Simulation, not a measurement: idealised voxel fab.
This section sets out a process module, namely voxel ribs on slabs.
The cross-section shown here is cut; it is 155 nm wide and divided into square cells measuring 5 nm on a side.
Cross-sections here: square-cell grids, written as top-down lists of bands, a band being one or more rows of cells. Band: top height; bottom height; in nm. Then, left to right: material with width in nm, for each material. "throughout": a single material spanning edge to edge. "air": empty space. Heads up on the height convention: 0 is the point under which the incoming wafer is all one material, and the lowest band has no bottom, it just keeps going down, like "0 nm and below". The width entry "30->40" should be interpreted row by row: the top row of cells in the band takes the first number, the bottom row takes the second number, and the change between adjacent rows is uniform throughout. Reading "remains unaltered" for a step: not a cell of the cross-section changed in it. You'll see "Encapsulated voids" listing empty spaces that have no way open to the top, as long as they're 8 cells or more; the notation is width x height at distance, where the distance is from the left edge, and all of it is in nm. That trailing text on a step's line, after the settings, is the simulator's own remark on the step. If you see "overlay nm" on a step's line and that step has a mask, it's telling you how far right of where it was planned the mask ended up; a negative number means it went left instead.

THE STEPS PLANNED FOR THE PROCESS ARE AS FOLLOWS
1 RECEIVE [material Si]
2 DIRECTIONAL_DEP [material SiO2] [thk nm 20]
3 DIRECTIONAL_DEP [material SiN] [thk nm 25]
4 PATTERN [tone cover] [mask id RIB] [material resist] [width nm 30] [thk nm 20] [overlay nm 0]
5 DIRECTIONAL_ETCH [etch materials SiN] [depth nm 15]
6 STRIP [etch materials resist]
7 MASKED_ETCH [tone cover] [mask id SLAB] [width nm 90] [etch materials SiN] [depth nm 10] [overlay nm 0]
8 FILL_DEP [material SiO2] [thk nm 15]
9 CMP [height nm 55]
10 DIRECTIONAL_DEP [material W] [thk nm 10]
11 PATTERN [tone cover] [mask id HEATER] [material resist] [width nm 40] [thk nm 20] [overlay nm 0]
12 DIRECTIONAL_ETCH [etch materials W] [depth nm 10]
13 STRIP [etch materials resist]
14 CONFORMAL_DEP [material SiO2] [thk nm 5]

FIRST WAFER OF TWO (RUN AS PLANNED)

THIS IS THE CROSS-SECTION OF THE WAFER AS WE RECEIVED IT, I.E. AFTER STEP 1
    0 nm and below = Si throughout
    Encapsulated voids: none

CROSS-SECTION OF THE WAFER AFTER STEP 2
    20 nm to 0 nm = SiO2 throughout
    No changes below 0.

CROSS-SECTION OF THE WAFER AFTER STEP 3
    45 nm to 20 nm = SiN throughout
    No changes below 20.

CROSS-SECTION OF THE WAFER AFTER STEP 4
    65 nm to 45 nm = air (60) / resist (30) / air (65)
    No changes below 45.

CROSS-SECTION OF THE WAFER AFTER STEP 5
    65 nm to 45 nm = air (60) / resist (30) / air (65)
    45 nm to 30 nm = air (60) / SiN (30) / air (65)
    No changes below 30.

CROSS-SECTION OF THE WAFER AFTER STEP 6
    45 nm to 30 nm = air (60) / SiN (30) / air (65)
    No changes below 30.

CROSS-SECTION OF THE WAFER AFTER STEP 7
    45 nm to 30 nm = air (60) / SiN (30) / air (65)
    30 nm to 20 nm = air (30) / SiN (90) / air (35)
    No changes below 20.

CROSS-SECTION OF THE WAFER AFTER STEP 8
    60 nm to 45 nm = SiO2 throughout
    45 nm to 30 nm = SiO2 (60) / SiN (30) / SiO2 (65)
    30 nm to 20 nm = SiO2 (30) / SiN (90) / SiO2 (35)
    No changes below 20.

CROSS-SECTION OF THE WAFER AFTER STEP 9
    55 nm to 45 nm = SiO2 throughout
    No changes below 45.

CROSS-SECTION OF THE WAFER AFTER STEP 10
    65 nm to 55 nm = W throughout
    No changes below 55.

CROSS-SECTION OF THE WAFER AFTER STEP 11
    85 nm to 65 nm = air (55) / resist (40) / air (60)
    No changes below 65.

CROSS-SECTION OF THE WAFER AFTER STEP 12
    85 nm to 65 nm = air (55) / resist (40) / air (60)
    65 nm to 55 nm = air (55) / W (40) / air (60)
    No changes below 55.

CROSS-SECTION OF THE WAFER AFTER STEP 13
    65 nm to 55 nm = air (55) / W (40) / air (60)
    No changes below 55.

CROSS-SECTION OF THE WAFER AFTER STEP 14
    70 nm to 65 nm = air (50) / SiO2 (50) / air (55)
    65 nm to 60 nm = air (50) / SiO2 (5) / W (40) / SiO2 (5) / air (55)
    60 nm to 55 nm = SiO2 (55) / W (40) / SiO2 (60)
    No changes below 55.

THE SECOND WAFER: IDENTICAL TO THE FIRST AT THE OUTSET AND IN ITS PLANNED SEQUENCE, DIFFERING ONLY IN THAT ONE MISTAKE WAS MADE DURING PROCESSING; UP TO AND INCLUDING STEP 1, ITS PATH IS THE FIRST WAFER'S PATH

CROSS-SECTIONAL REPRESENTATION OF THE SECOND WAFER AT THE TIME DESIGNATED IN THE PLAN FOR THE COMPLETION OF STEP 2
    40 nm to 0 nm = SiO2 throughout
    No changes below 0.

CROSS-SECTIONAL REPRESENTATION OF THE SECOND WAFER AT THE TIME DESIGNATED IN THE PLAN FOR THE COMPLETION OF STEP 3
    65 nm to 40 nm = SiN throughout
    No changes below 40.

CROSS-SECTIONAL REPRESENTATION OF THE SECOND WAFER AT THE TIME DESIGNATED IN THE PLAN FOR THE COMPLETION OF STEP 4
    85 nm to 65 nm = air (60) / resist (30) / air (65)
    No changes below 65.

CROSS-SECTIONAL REPRESENTATION OF THE SECOND WAFER AT THE TIME DESIGNATED IN THE PLAN FOR THE COMPLETION OF STEP 5
    85 nm to 65 nm = air (60) / resist (30) / air (65)
    65 nm to 50 nm = air (60) / SiN (30) / air (65)
    No changes below 50.

CROSS-SECTIONAL REPRESENTATION OF THE SECOND WAFER AT THE TIME DESIGNATED IN THE PLAN FOR THE COMPLETION OF STEP 6
    65 nm to 50 nm = air (60) / SiN (30) / air (65)
    No changes below 50.

CROSS-SECTIONAL REPRESENTATION OF THE SECOND WAFER AT THE TIME DESIGNATED IN THE PLAN FOR THE COMPLETION OF STEP 7
    65 nm to 50 nm = air (60) / SiN (30) / air (65)
    50 nm to 40 nm = air (30) / SiN (90) / air (35)
    No changes below 40.

CROSS-SECTIONAL REPRESENTATION OF THE SECOND WAFER AT THE TIME DESIGNATED IN THE PLAN FOR THE COMPLETION OF STEP 8
    80 nm to 65 nm = SiO2 throughout
    65 nm to 50 nm = SiO2 (60) / SiN (30) / SiO2 (65)
    50 nm to 40 nm = SiO2 (30) / SiN (90) / SiO2 (35)
    No changes below 40.

CROSS-SECTIONAL REPRESENTATION OF THE SECOND WAFER AT THE TIME DESIGNATED IN THE PLAN FOR THE COMPLETION OF STEP 9
    55 nm to 50 nm = SiO2 (60) / SiN (30) / SiO2 (65)
    No changes below 50.

CROSS-SECTIONAL REPRESENTATION OF THE SECOND WAFER AT THE TIME DESIGNATED IN THE PLAN FOR THE COMPLETION OF STEP 10
    65 nm to 55 nm = W throughout
    No changes below 55.

CROSS-SECTIONAL REPRESENTATION OF THE SECOND WAFER AT THE TIME DESIGNATED IN THE PLAN FOR THE COMPLETION OF STEP 11
    85 nm to 65 nm = air (55) / resist (40) / air (60)
    No changes below 65.

CROSS-SECTIONAL REPRESENTATION OF THE SECOND WAFER AT THE TIME DESIGNATED IN THE PLAN FOR THE COMPLETION OF STEP 12
    85 nm to 65 nm = air (55) / resist (40) / air (60)
    65 nm to 55 nm = air (55) / W (40) / air (60)
    No changes below 55.

CROSS-SECTIONAL REPRESENTATION OF THE SECOND WAFER AT THE TIME DESIGNATED IN THE PLAN FOR THE COMPLETION OF STEP 13
    65 nm to 55 nm = air (55) / W (40) / air (60)
    No changes below 55.

CROSS-SECTIONAL REPRESENTATION OF THE SECOND WAFER AT THE TIME DESIGNATED IN THE PLAN FOR THE COMPLETION OF STEP 14
    70 nm to 65 nm = air (50) / SiO2 (50) / air (55)
    65 nm to 60 nm = air (50) / SiO2 (5) / W (40) / SiO2 (5) / air (55)
    60 nm to 55 nm = SiO2 (55) / W (40) / SiO2 (60)
    No changes below 55.
In executing the process, a mistake was made relative to the plan: heads up, step 2 of the plan got done twice
Final difference in cells, second wafer against first, listed per material as more or fewer: -12 SiN | +12 SiO2
